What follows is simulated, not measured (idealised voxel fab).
Title: Process Module voxel self aligned vias
Displayed cross-section: cut, width of 175 nm, square cells sized 5 nm.
If you're reading a cross-section in this doc, picture square cells in a grid; it comes to you as bands, top ones listed first down to the bottom, and a band can be one or more rows of cells. A band entry consists of two parts. The first gives the height of the band's top and the height of its bottom, in nm. The rest lists the band's materials from left to right, each with its width in nm. A single material labelled with the word "edge to edge" fills the band from edge to edge, and the word "empty" marks empty space. Where do heights start? At 0: under that level the wafer as delivered is made of one material only. And the lowest band has no floor; it just carries on downward, as in "0 and below". So if you see something like "30..40" for the width, read it as the top row of the band sitting at the first number and the bottom row at the second, with every row in between moving by the same amount as the last. "nothing altered", as given for a step, is the statement that not any cell of the cross-section underwent a change during that step. Closed-off voids of 8+ cells (no open route to the top) go in "Completely enclosed voids", written width x height at distance from the left edge, in nm. Step line, after settings: the simulator's comment on this step. A step line may carry the setting "overlay nm", which, for steps involving a mask, states the distance by which the mask lay to the right of its intended position; negative values denote displacement to the left. Quick note on how to read the rest: it's all pairs. You get the cross-section before a process step and the one after, but the after one only goes down as far as the lowest band that changed. The step in between, with its settings, sits under the pair. Heads up, the pairs can come from different runs of this module on the same starting wafer, so don't assume a pair picks up from the one above unless its "Prior state" entry says it does.

Prior state
* 50 down to 35: SiO2 edge to edge
* 35 down to 30: 25 of SiO2 | 20 of SiN | 30 of SiO2 | 20 of SiN | 30 of SiO2 | 20 of SiN | 30 of SiO2
* 30 down to 20: 25 of SiO2 | 5 of TiN | 10 of W | 5 of TiN | 30 of SiO2 | 5 of TiN | 10 of W | 5 of TiN | 30 of SiO2 | 5 of TiN | 10 of W | 5 of TiN | 30 of SiO2
* 20 down to 15: 25 of SiO2 | 20 of TiN | 30 of SiO2 | 20 of TiN | 30 of SiO2 | 20 of TiN | 30 of SiO2
* 15 down to 10: SiCN edge to edge
* 10 down to 0: SiO2 edge to edge
* 0 and below: Si edge to edge
* Completely enclosed voids: none

Post-Process View
* 50 down to 35: 20 of empty | 30 of SiO2 | 70 of empty | 30 of SiO2 | 25 of empty
* Beneath the level 35, the cross-section is identical to its previous state.
* Completely enclosed voids: none
The before and after cross-sections above are linked by MASKED_ETCH (tone cover; mask id VIAS; width nm 30; pitch nm 100; etch materials SiO2; depth nm 15; overlay nm 0)

Prior state: the pre-step structure is the one depicted after the step in the pair just above.

Post-Process View
* 55 down to 50: 15 of empty | 40 of TiN | 60 of empty | 40 of TiN | 20 of empty
* 50 down to 40: 15 of empty | 5 of TiN | 30 of SiO2 | 5 of TiN | 60 of empty | 5 of TiN | 30 of SiO2 | 5 of TiN | 20 of empty
* 40 down to 35: 20 of TiN | 30 of SiO2 | 70 of TiN | 30 of SiO2 | 25 of TiN
* Beneath the level 35, the cross-section is identical to its previous state.
* Completely enclosed voids: none
The before and after cross-sections above are linked by CONFORMAL_DEP (material TiN; thk nm 5)

Prior state: the pre-step structure is the one depicted after the step in the pair just above.

Post-Process View
* 60 down to 55: Ru edge to edge
* 55 down to 50: 15 of Ru | 40 of TiN | 60 of Ru | 40 of TiN | 20 of Ru
* 50 down to 40: 15 of Ru | 5 of TiN | 30 of SiO2 | 5 of TiN | 60 of Ru | 5 of TiN | 30 of SiO2 | 5 of TiN | 20 of Ru
* Beneath the level 40, the cross-section is identical to its previous state.
* Completely enclosed voids: none
The before and after cross-sections above are linked by FILL_DEP (material Ru; thk nm 5)

Prior state: the pre-step structure is the one depicted after the step in the pair just above.

Post-Process View
* 50 down to 40: 15 of Ru | 5 of TiN | 30 of SiO2 | 5 of TiN | 60 of Ru | 5 of TiN | 30 of SiO2 | 5 of TiN | 20 of Ru
* Beneath the level 40, the cross-section is identical to its previous state.
* Completely enclosed voids: none
The before and after cross-sections above are linked by CMP (height nm 50)

Prior state: the pre-step structure is the one depicted after the step in the pair just above.

Post-Process View
* 55 down to 50: SiCN edge to edge
* Beneath the level 50, the cross-section is identical to its previous state.
* Completely enclosed voids: none
The before and after cross-sections above are linked by CONFORMAL_DEP (material SiCN; thk nm 5)
